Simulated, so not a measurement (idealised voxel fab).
Process module name: voxel self aligned vias
FYI the section here is cut, 220 nm wide, cells are 5 nm squares.
When this document writes out a cross-section, it uses a grid of square cells and lists it as bands, beginning at the top and moving down, with a band standing for one or more rows of cells.
Top height, bottom height, nm. Materials left to right, width each, nm. Single material + "throughout" = fills band edge to edge. "air" = empty.
Height is counted from the level 0, under which the received wafer is composed throughout of one material. The lowest of the bands is not closed at the bottom but continues downward, in the notation "top 0, no bottom".
With a width like "30..40", each row of cells in the band differs from the next by the same amount, the top row carrying the first number and the bottom row the second.
No cell of the cross-section changed in a step that is given as "identical to before".
"Non-vented voids" specifies each empty space that is not open to the top and that occupies no fewer than 8 cells, using the form width x height at distance, the distance measured from the left edge and all three quantities in nm.
It should be noted that, on the line of a given step, the content following the step's settings is a remark produced by the simulator itself with respect to that step.
overlay nm: on a step with a mask, how far right of its planned place the mask lay; negative means left.

[The planned process steps are enumerated hereunder]
1 op RECEIVE | material Si
2 op CONFORMAL_DEP | material SiO2 | thk nm 10
3 op CONFORMAL_DEP | material SiCN | thk nm 5
4 op DIRECTIONAL_DEP | material lowk | thk nm 20
5 op PATTERN | tone open | mask id LINES | material resist | width nm 25 | pitch nm 70 | thk nm 20 | overlay nm -15
6 op DIRECTIONAL_ETCH | etch materials lowk | depth nm 20
7 op STRIP | etch materials resist
8 op CONFORMAL_DEP | material TiN | thk nm 5
9 op FILL_DEP | material Ru | thk nm 5
10 op CMP | height nm 35
11 op SELECTIVE_ETCH | etch materials W Ru TiN | depth nm 10
12 op FILL_DEP | material SiN | thk nm 5
13 op CMP | height nm 35
14 op DIRECTIONAL_DEP | material lowk | thk nm 20
15 op DIRECTIONAL_DEP | material aC | thk nm 10
16 op PATTERN | tone open | mask id VIAS | material resist | width nm 45 | pitch nm 70 | thk nm 25 | overlay nm 0
17 op DIRECTIONAL_ETCH | etch materials aC | depth nm 10
18 op STRIP | etch materials resist
19 op DIRECTIONAL_ETCH | etch materials lowk | depth nm 20
20 op DIRECTIONAL_ETCH | etch materials SiN | depth nm 10
21 op STRIP | etch materials aC
22 op CONFORMAL_DEP | material TiN | thk nm 5
23 op FILL_DEP | material Ru | thk nm 10
24 op CMP | height nm 55
25 op CONFORMAL_DEP | material SiCN | thk nm 5
Quick note for whoever runs this: the wafers start identical, but the overlay nm at step 5 isn't the same across them. The plan just shows what the first wafer had.

[Here's the first of the wafers in cross-section, just as we got it, i.e. after step 1]
> top 0, no bottom | Si throughout
> Non-vented voids: none

[Last step of the module is step 25; after it, the first of several wafers in cross-section]
> top 60, bottom 55 | SiCN throughout
> top 55, bottom 40 | lowk 50, then TiN 5, then Ru 35, then TiN 5, then lowk 25, then TiN 5, then Ru 35, then TiN 5, then lowk 55
> top 40, bottom 35 | lowk 50, then TiN 5, then Ru 10, then TiN 30, then lowk 25, then TiN 5, then Ru 10, then TiN 30, then lowk 55
> top 35, bottom 30 | lowk 45, then SiN 5, then TiN 5, then Ru 10, then TiN 5, then lowk 45, then SiN 5, then TiN 5, then Ru 10, then TiN 5, then lowk 80
> top 30, bottom 25 | lowk 45, then SiN 5, then TiN 20, then lowk 45, then SiN 5, then TiN 20, then lowk 80
> top 25, bottom 20 | lowk 45, then TiN 5, then Ru 15, then TiN 5, then lowk 45, then TiN 5, then Ru 15, then TiN 5, then lowk 80
> top 20, bottom 15 | lowk 45, then TiN 25, then lowk 45, then TiN 25, then lowk 80
> top 15, bottom 10 | SiCN throughout
> top 10, bottom 0 | SiO2 throughout
> top 0, no bottom | Si throughout
> Non-vented voids: none

[Cross-section of the final wafer among several, taken at the end of the module]
> top 60, bottom 55 | SiCN throughout
> top 55, bottom 40 | lowk 50, then TiN 5, then Ru 35, then TiN 5, then lowk 25, then TiN 5, then Ru 35, then TiN 5, then lowk 55
> top 40, bottom 35 | lowk 50, then TiN 30, then Ru 10, then TiN 5, then lowk 25, then TiN 30, then Ru 10, then TiN 5, then lowk 55
> top 35, bottom 30 | lowk 75, then TiN 5, then Ru 10, then TiN 5, then SiN 5, then lowk 45, then TiN 5, then Ru 10, then TiN 5, then SiN 5, then lowk 50
> top 30, bottom 25 | lowk 75, then TiN 20, then SiN 5, then lowk 45, then TiN 20, then SiN 5, then lowk 50
> top 25, bottom 20 | lowk 75, then TiN 5, then Ru 15, then TiN 5, then lowk 45, then TiN 5, then Ru 15, then TiN 5, then lowk 50
> top 20, bottom 15 | lowk 75, then TiN 25, then lowk 45, then TiN 25, then lowk 50
> top 15, bottom 10 | SiCN throughout
> top 10, bottom 0 | SiO2 throughout
> top 0, no bottom | Si throughout
> Non-vented voids: none

[Heads up, this table goes wafer by wafer. A row tells you, at the end of the module, how many cells of each material that wafer has put on (+) or dropped (-) since it was received, and then its closed voids]
overlay nm -15 | +56 Ru | +88 SiCN | +4 SiN | +88 SiO2 | +52 TiN | +240 lowk | Non-vented voids: none
overlay nm -10 | +60 Ru | +88 SiCN | +88 SiO2 | +52 TiN | +240 lowk | Non-vented voids: none
overlay nm -5 | +60 Ru | +88 SiCN | +88 SiO2 | +52 TiN | +240 lowk | Non-vented voids: none
overlay nm 0 | +60 Ru | +88 SiCN | +88 SiO2 | +52 TiN | +240 lowk | Non-vented voids: none
overlay nm 5 | +60 Ru | +88 SiCN | +88 SiO2 | +52 TiN | +240 lowk | Non-vented voids: none
overlay nm 10 | +60 Ru | +88 SiCN | +88 SiO2 | +52 TiN | +240 lowk | Non-vented voids: none
overlay nm 15 | +56 Ru | +88 SiCN | +4 SiN | +88 SiO2 | +52 TiN | +240 lowk | Non-vented voids: none
